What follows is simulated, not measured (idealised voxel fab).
The name of this process module is voxel wiring stack.
We display cut, a cross-section 165 nm in width whose square cells are each 5 nm.
We lay out every cross-section as a grid of square cells and spell it out in bands from the top down, where one band means one or more rows of cells.
Band entry format. Leading values: height of top, height of bottom, nm. Remainder: materials in left-to-right order, each with its width in nm. Special words: "everywhere" on a single material, which then fills the band edge to edge; "air", empty space.
Height is counted from the level 0, under which the received wafer is composed throughout of one material. The lowest of the bands is not closed at the bottom but continues downward, in the notation "0 nm and below".
So if you see something like "30..40" for the width, read it as the top row of the band sitting at the first number and the bottom row at the second, with every row in between moving by the same amount as the last.
Any step labelled "nothing altered" changed none of the cells in the cross-section.
You'll see "Voids lacking openings" listing empty spaces that have no way open to the top, as long as they're 8 cells or more; the notation is width x height at distance, where the distance is from the left edge, and all of it is in nm.
Read whatever lies past the settings on a step's line as the simulator's own remark about the step.
The line of a step may include "overlay nm". On a step with a mask, this value is how far to the right of its planned place the mask lay. A negative value means the mask lay to the left.
**Below is the list of planned process steps**
1: RECEIVE: material Si
2: CONFORMAL_DEP: material SiO2, thk nm 15
3: CONFORMAL_DEP: material SiN, thk nm 5
4: DIRECTIONAL_DEP: material lowk, thk nm 15
5: PATTERN: tone open, mask id METAL_1, material resist, width nm 30, pitch nm 55, thk nm 20, overlay nm 0
6: DIRECTIONAL_ETCH: etch materials lowk, depth nm 15
7: DIRECTIONAL_ETCH: etch materials SiN, depth nm 5
8: STRIP: etch materials resist
9: CONFORMAL_DEP: material TiN, thk nm 5
10: FILL_DEP: material W, thk nm 5
11: CMP: height nm 35
12: EPI: material Ru, thk nm 5
13: FILL_DEP: material SiCN, thk nm 5
14: DIRECTIONAL_DEP: material lowk, thk nm 30
15: DIRECTIONAL_DEP: material aC, thk nm 15
16: PATTERN: tone open, mask id METAL_2_HOLES, material resist, width nm 15, thk nm 35, overlay nm 0
17: DIRECTIONAL_ETCH: etch materials aC, depth nm 15
18: STRIP: etch materials resist
19: DIRECTIONAL_ETCH: etch materials lowk, depth nm 30
20: STRIP: etch materials aC
21: DIRECTIONAL_DEP: material aC, thk nm 10
22: PATTERN: tone open, mask id METAL_2, material resist, width nm 30, pitch nm 55, thk nm 25, overlay nm 0
23: DIRECTIONAL_ETCH: etch materials aC, depth nm 10
24: STRIP: etch materials resist
25: DIRECTIONAL_ETCH: etch materials lowk, depth nm 20
26: DIRECTIONAL_ETCH: etch materials SiCN, depth nm 5
27: STRIP: etch materials aC
28: CONFORMAL_DEP: material TiN, thk nm 5
29: FILL_DEP: material Cu, thk nm 10
30: CMP: height nm 75
31: CONFORMAL_DEP: material SiN, thk nm 5
**First of two wafers, with the run carried out as planned**
**Cross-section: wafer on arrival = after step 1**
    0 nm and below  Si everywhere
    Voids lacking openings: none
**Wafer xsec, post step 2**
    15 nm to 0 nm  SiO2 everywhere
    Everything below 0 is unchanged.
**Wafer xsec, post step 3**
    20 nm to 15 nm  SiN everywhere
    Everything below 15 is unchanged.
**Wafer xsec, post step 4**
    35 nm to 20 nm  lowk everywhere
    Everything below 20 is unchanged.
**Wafer xsec, post step 5**
    55 nm to 35 nm  resist=40  air=30  resist=25  air=30  resist=40
    Everything below 35 is unchanged.
**Wafer xsec, post step 6**
    55 nm to 35 nm  resist=40  air=30  resist=25  air=30  resist=40
    35 nm to 20 nm  lowk=40  air=30  lowk=25  air=30  lowk=40
    Everything below 20 is unchanged.
**Wafer xsec, post step 7**
    55 nm to 35 nm  resist=40  air=30  resist=25  air=30  resist=40
    35 nm to 20 nm  lowk=40  air=30  lowk=25  air=30  lowk=40
    20 nm to 15 nm  SiN=40  air=30  SiN=25  air=30  SiN=40
    Everything below 15 is unchanged.
**Wafer xsec, post step 8**
    35 nm to 20 nm  lowk=40  air=30  lowk=25  air=30  lowk=40
    Everything below 20 is unchanged.
**Wafer xsec, post step 9**
    40 nm to 35 nm  TiN=45  air=20  TiN=35  air=20  TiN=45
    35 nm to 20 nm  lowk=40  TiN=5  air=20  TiN=5  lowk=25  TiN=5  air=20  TiN=5  lowk=40
    20 nm to 15 nm  SiN=40  TiN=30  SiN=25  TiN=30  SiN=40
    Everything below 15 is unchanged.
**Wafer xsec, post step 10**
    45 nm to 40 nm  W everywhere
    40 nm to 35 nm  TiN=45  W=20  TiN=35  W=20  TiN=45
    35 nm to 20 nm  lowk=40  TiN=5  W=20  TiN=5  lowk=25  TiN=5  W=20  TiN=5  lowk=40
    Everything below 20 is unchanged.
**Wafer xsec, post step 11**
    35 nm to 20 nm  lowk=40  TiN=5  W=20  TiN=5  lowk=25  TiN=5  W=20  TiN=5  lowk=40
    Everything below 20 is unchanged.
**Wafer xsec, post step 12**
    40 nm to 35 nm  air=35  Ru=40  air=15  Ru=40  air=35
    Everything below 35 is unchanged.
**Wafer xsec, post step 13**
    45 nm to 40 nm  SiCN everywhere
    40 nm to 35 nm  SiCN=35  Ru=40  SiCN=15  Ru=40  SiCN=35
    Everything below 35 is unchanged.
**Wafer xsec, post step 14**
    75 nm to 45 nm  lowk everywhere
    Everything below 45 is unchanged.
**Wafer xsec, post step 15**
    90 nm to 75 nm  aC everywhere
    Everything below 75 is unchanged.
**Wafer xsec, post step 16**
    125 nm to 90 nm  resist=40  air=15  resist=110
    Everything below 90 is unchanged.
**Wafer xsec, post step 17**
    110 nm to 90 nm  resist=40  air=15  resist=110
    90 nm to 75 nm  aC=40  air=15  aC=110
    Everything below 75 is unchanged.
**Wafer xsec, post step 18**
    90 nm to 75 nm  aC=40  air=15  aC=110
    Everything below 75 is unchanged.
**Wafer xsec, post step 19**
    90 nm to 75 nm  aC=40  air=15  aC=110
    75 nm to 45 nm  lowk=40  air=15  lowk=110
    Everything below 45 is unchanged.
**Wafer xsec, post step 20**
    75 nm to 45 nm  lowk=40  air=15  lowk=110
    Everything below 45 is unchanged.
**Wafer xsec, post step 21**
    85 nm to 75 nm  aC=40  air=15  aC=110
    75 nm to 55 nm  lowk=40  air=15  lowk=110
    55 nm to 45 nm  lowk=40  aC=15  lowk=110
    Everything below 45 is unchanged.
**Wafer xsec, post step 22**
    110 nm to 85 nm  resist=40  air=30  resist=25  air=30  resist=40
    Everything below 85 is unchanged.
**Wafer xsec, post step 23**
    100 nm to 85 nm  resist=40  air=30  resist=25  air=30  resist=40
    85 nm to 75 nm  aC=40  air=30  aC=25  air=30  aC=40
    75 nm to 45 nm  lowk=40  air=15  lowk=110
    Everything below 45 is unchanged.
**Wafer xsec, post step 24**
    85 nm to 75 nm  aC=40  air=30  aC=25  air=30  aC=40
    Everything below 75 is unchanged.
**Wafer xsec, post step 25**
    85 nm to 75 nm  aC=40  air=30  aC=25  air=30  aC=40
    75 nm to 55 nm  lowk=40  air=30  lowk=25  air=30  lowk=40
    Everything below 55 is unchanged.
**Wafer xsec, post step 26**
    85 nm to 75 nm  aC=40  air=30  aC=25  air=30  aC=40
    75 nm to 55 nm  lowk=40  air=30  lowk=25  air=30  lowk=40
    55 nm to 45 nm  lowk=40  air=15  lowk=110
    45 nm to 40 nm  SiCN=40  air=15  SiCN=110
    Everything below 40 is unchanged.
**Wafer xsec, post step 27**
    75 nm to 55 nm  lowk=40  air=30  lowk=25  air=30  lowk=40
    Everything below 55 is unchanged.
**Wafer xsec, post step 28**
    80 nm to 75 nm  TiN=45  air=20  TiN=35  air=20  TiN=45
    75 nm to 60 nm  lowk=40  TiN=5  air=20  TiN=5  lowk=25  TiN=5  air=20  TiN=5  lowk=40
    60 nm to 55 nm  lowk=40  TiN=5  air=5  TiN=20  lowk=25  TiN=30  lowk=40
    55 nm to 45 nm  lowk=40  TiN=5  air=5  TiN=5  lowk=110
    45 nm to 40 nm  SiCN=40  TiN=15  SiCN=110
    Everything below 40 is unchanged.
**Wafer xsec, post step 29**
    90 nm to 80 nm  Cu everywhere
    80 nm to 75 nm  TiN=45  Cu=20  TiN=35  Cu=20  TiN=45
    75 nm to 60 nm  lowk=40  TiN=5  Cu=20  TiN=5  lowk=25  TiN=5  Cu=20  TiN=5  lowk=40
    60 nm to 55 nm  lowk=40  TiN=5  Cu=5  TiN=20  lowk=25  TiN=30  lowk=40
    55 nm to 45 nm  lowk=40  TiN=5  Cu=5  TiN=5  lowk=110
    Everything below 45 is unchanged.
**Wafer xsec, post step 30**
    75 nm to 60 nm  lowk=40  TiN=5  Cu=20  TiN=5  lowk=25  TiN=5  Cu=20  TiN=5  lowk=40
    Everything below 60 is unchanged.
**Wafer xsec, post step 31**
    80 nm to 75 nm  SiN everywhere
    Everything below 75 is unchanged.
**Wafer two. Identical start, identical plan. One mistake in execution. Identical history through step 12**
Second wafer, cut view, end of step 13 per plan: nothing altered
**Second wafer, cut view, end of step 14 per plan**
    70 nm to 65 nm  air=35  lowk=40  air=15  lowk=40  air=35
    65 nm to 40 nm  lowk everywhere
    40 nm to 35 nm  lowk=35  Ru=40  lowk=15  Ru=40  lowk=35
    Everything below 35 is unchanged.
**Second wafer, cut view, end of step 15 per plan**
    85 nm to 80 nm  air=35  aC=40  air=15  aC=40  air=35
    80 nm to 70 nm  aC everywhere
    70 nm to 65 nm  aC=35  lowk=40  aC=15  lowk=40  aC=35
    Everything below 65 is unchanged.
**Second wafer, cut view, end of step 16 per plan**
    120 nm to 85 nm  resist=40  air=15  resist=110
    85 nm to 80 nm  resist=35  aC=40  resist=15  aC=40  resist=35
    Everything below 80 is unchanged.
**Second wafer, cut view, end of step 17 per plan**
    105 nm to 85 nm  resist=40  air=15  resist=110
    85 nm to 80 nm  resist=35  aC=5  air=15  aC=20  resist=15  aC=40  resist=35
    80 nm to 70 nm  aC=40  air=15  aC=110
    Everything below 70 is unchanged.
**Second wafer, cut view, end of step 18 per plan**
    85 nm to 80 nm  air=35  aC=5  air=15  aC=20  air=15  aC=40  air=35
    Everything below 80 is unchanged.
**Second wafer, cut view, end of step 19 per plan**
    85 nm to 80 nm  air=35  aC=5  air=15  aC=20  air=15  aC=40  air=35
    80 nm to 70 nm  aC=40  air=15  aC=110
    70 nm to 65 nm  aC=35  lowk=5  air=15  lowk=20  aC=15  lowk=40  aC=35
    65 nm to 40 nm  lowk=40  air=15  lowk=110
    Everything below 40 is unchanged.
**Second wafer, cut view, end of step 20 per plan**
    70 nm to 65 nm  air=35  lowk=5  air=15  lowk=20  air=15  lowk=40  air=35
    Everything below 65 is unchanged.
**Second wafer, cut view, end of step 21 per plan**
    80 nm to 75 nm  air=35  aC=5  air=15  aC=20  air=15  aC=40  air=35
    75 nm to 70 nm  aC=40  air=15  aC=110
    70 nm to 65 nm  aC=35  lowk=5  air=15  lowk=20  aC=15  lowk=40  aC=35
    65 nm to 50 nm  lowk=40  air=15  lowk=110
    50 nm to 40 nm  lowk=40  aC=15  lowk=110
    Everything below 40 is unchanged.
**Second wafer, cut view, end of step 22 per plan**
    105 nm to 80 nm  resist=40  air=30  resist=25  air=30  resist=40
    80 nm to 75 nm  resist=35  aC=5  air=15  aC=20  resist=15  aC=40  resist=35
    Everything below 75 is unchanged.
**Second wafer, cut view, end of step 23 per plan**
    95 nm to 80 nm  resist=40  air=30  resist=25  air=30  resist=40
    80 nm to 75 nm  resist=35  aC=5  air=30  aC=5  resist=15  aC=5  air=30  aC=5  resist=35
    75 nm to 70 nm  aC=40  air=30  aC=25  air=30  aC=40
    70 nm to 65 nm  aC=35  lowk=5  air=15  lowk=20  aC=15  lowk=40  aC=35
    65 nm to 40 nm  lowk=40  air=15  lowk=110
    Everything below 40 is unchanged.
**Second wafer, cut view, end of step 24 per plan**
    80 nm to 75 nm  air=35  aC=5  air=30  aC=5  air=15  aC=5  air=30  aC=5  air=35
    Everything below 75 is unchanged.
**Second wafer, cut view, end of step 25 per plan**
    80 nm to 75 nm  air=35  aC=5  air=30  aC=5  air=15  aC=5  air=30  aC=5  air=35
    75 nm to 70 nm  aC=40  air=30  aC=25  air=30  aC=40
    70 nm to 65 nm  aC=35  lowk=5  air=30  lowk=5  aC=15  lowk=5  air=30  lowk=5  aC=35
    65 nm to 50 nm  lowk=40  air=30  lowk=25  air=30  lowk=40
    Everything below 50 is unchanged.
Second wafer, cut view, end of step 26 per plan: nothing altered
**Second wafer, cut view, end of step 27 per plan**
    70 nm to 65 nm  air=35  lowk=5  air=30  lowk=5  air=15  lowk=5  air=30  lowk=5  air=35
    Everything below 65 is unchanged.
**Second wafer, cut view, end of step 28 per plan**
    75 nm to 70 nm  air=30  TiN=15  air=20  TiN=15  air=5  TiN=15  air=20  TiN=15  air=30
    70 nm to 65 nm  TiN=35  lowk=5  TiN=5  air=20  TiN=5  lowk=5  TiN=15  lowk=5  TiN=5  air=20  TiN=5  lowk=5  TiN=35
    65 nm to 55 nm  lowk=40  TiN=5  air=20  TiN=5  lowk=25  TiN=5  air=20  TiN=5  lowk=40
    55 nm to 50 nm  lowk=40  TiN=5  air=5  TiN=20  lowk=25  TiN=30  lowk=40
    50 nm to 45 nm  lowk=40  TiN=5  air=5  TiN=5  lowk=110
    45 nm to 40 nm  lowk=40  TiN=15  lowk=110
    Everything below 40 is unchanged.
**Second wafer, cut view, end of step 29 per plan**
    85 nm to 75 nm  Cu everywhere
    75 nm to 70 nm  Cu=30  TiN=15  Cu=20  TiN=15  Cu=5  TiN=15  Cu=20  TiN=15  Cu=30
    70 nm to 65 nm  TiN=35  lowk=5  TiN=5  Cu=20  TiN=5  lowk=5  TiN=15  lowk=5  TiN=5  Cu=20  TiN=5  lowk=5  TiN=35
    65 nm to 55 nm  lowk=40  TiN=5  Cu=20  TiN=5  lowk=25  TiN=5  Cu=20  TiN=5  lowk=40
    55 nm to 50 nm  lowk=40  TiN=5  Cu=5  TiN=20  lowk=25  TiN=30  lowk=40
    50 nm to 45 nm  lowk=40  TiN=5  Cu=5  TiN=5  lowk=110
    Everything below 45 is unchanged.
**Second wafer, cut view, end of step 30 per plan**
    75 nm to 70 nm  Cu=30  TiN=15  Cu=20  TiN=15  Cu=5  TiN=15  Cu=20  TiN=15  Cu=30
    Everything below 70 is unchanged.
**Second wafer, cut view, end of step 31 per plan**
    80 nm to 75 nm  SiN everywhere
    Everything below 75 is unchanged.
Deviation noted in wafer processing: no execution of plan step 13; skipped
Heads up, by the end the second wafer has more or fewer cells of some materials compared to the first: Cu: 20 more, SiCN: 47 fewer, TiN: 27 more
